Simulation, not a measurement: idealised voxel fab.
Documented hereafter: the process module known as voxel tone inversion.
The figure presents cross-section cut, which has a width of 265 nm and is divided into square cells with an edge length of 5 nm.
Heads up, the way a cross-section reads in here is a grid of square cells, handed over as bands from the top down, with every band being one or more rows of cells. Basically the band line says how high the top is and how high the bottom is, in nm, and then what's in it from left to right, every material with its width in nm. Empty space shows up as "empty", and if a single material carries "full width" it runs the full band edge to edge. Measure heights from 0. That's the level where, below it, the as-received wafer is all one material. The lowest band is bottomless and extends downward; write it as in "top 0, no bottom". Width: "30..40" (first number = top row, second number = bottom row, same change from row to row of cells). Step marked "left unchanged"? Then no cell in the cross-section changed in it. "Cavities, sealed" means: voids of 8 cells or more that are shut off from the top with no open way through. Written width x height at distance, distance from the left edge, in nm. That trailing text on a step's line, after the settings, is the simulator's own remark on the step. "overlay nm" on a masked step: distance the mask lay right of its planned place, negative for left.

-- This section lists the process steps that were planned
| 1 | op RECEIVE | material Si |
| 2 | op CONFORMAL_DEP | material SiCN | thk nm 5 |
| 3 | op DIRECTIONAL_DEP | material aC | thk nm 20 |
| 4 | op PATTERN | tone cover | mask id POSTS | material resist | width nm 15 | pitch nm 35 | thk nm 25 | overlay nm 0 |
| 5 | op DIRECTIONAL_ETCH | etch materials aC | depth nm 20 |
| 6 | op STRIP | etch materials resist |
| 7 | op FILL_DEP | material SiO2 | thk nm 5 |
| 8 | op CMP | height nm 25 |
| 9 | op STRIP | etch materials aC |

-- The following pertains to the first of two wafers, which was processed as planned

-- Incoming wafer in cross-section (state: after step 1)
> top 0, no bottom  Si full width
> Cavities, sealed: none

-- The following cross-section depicts the wafer upon completion of step 2
> top 5, bottom 0  SiCN full width
> No changes below 0.

-- The following cross-section depicts the wafer upon completion of step 3
> top 25, bottom 5  aC full width
> No changes below 5.

-- The following cross-section depicts the wafer upon completion of step 4
> top 50, bottom 25  empty 105, then resist 15, then empty 20, then resist 15, then empty 110
> No changes below 25.

-- The following cross-section depicts the wafer upon completion of step 5
> top 30, bottom 25  empty 105, then resist 15, then empty 20, then resist 15, then empty 110
> top 25, bottom 5  empty 105, then aC 15, then empty 20, then aC 15, then empty 110
> No changes below 5.

-- The following cross-section depicts the wafer upon completion of step 6
> top 25, bottom 5  empty 105, then aC 15, then empty 20, then aC 15, then empty 110
> No changes below 5.

-- The following cross-section depicts the wafer upon completion of step 7
> top 30, bottom 25  SiO2 full width
> top 25, bottom 5  SiO2 105, then aC 15, then SiO2 20, then aC 15, then SiO2 110
> No changes below 5.

-- The following cross-section depicts the wafer upon completion of step 8
> top 25, bottom 5  SiO2 105, then aC 15, then SiO2 20, then aC 15, then SiO2 110
> No changes below 5.

-- The following cross-section depicts the wafer upon completion of step 9
> top 25, bottom 5  SiO2 105, then empty 15, then SiO2 20, then empty 15, then SiO2 110
> No changes below 5.

-- Companion wafer, the second of two: same beginning, same intended sequence, one mistake in carrying it out; through step 1 inclusive it tracks the first exactly

Second wafer, section view, time point: scheduled end of step 2: left unchanged

-- Second wafer, section view, time point: scheduled end of step 3
> top 20, bottom 0  aC full width
> No changes below 0.

-- Second wafer, section view, time point: scheduled end of step 4
> top 45, bottom 20  empty 105, then resist 15, then empty 20, then resist 15, then empty 110
> No changes below 20.

-- Second wafer, section view, time point: scheduled end of step 5
> top 25, bottom 20  empty 105, then resist 15, then empty 20, then resist 15, then empty 110
> top 20, bottom 0  empty 105, then aC 15, then empty 20, then aC 15, then empty 110
> No changes below 0.

-- Second wafer, section view, time point: scheduled end of step 6
> top 20, bottom 0  empty 105, then aC 15, then empty 20, then aC 15, then empty 110
> No changes below 0.

-- Second wafer, section view, time point: scheduled end of step 7
> top 25, bottom 20  SiO2 full width
> top 20, bottom 0  SiO2 105, then aC 15, then SiO2 20, then aC 15, then SiO2 110
> No changes below 0.

Second wafer, section view, time point: scheduled end of step 8: left unchanged

Second wafer, section view, time point: scheduled end of step 9: left unchanged
Misprocessing identified: step 2 from the plan never happened, it was just skipped
Once processing is complete, comparing cell counts shows that the second wafer has more or fewer of certain materials than the first: SiCN: 53 fewer | SiO2: 53 more | aC: 24 more
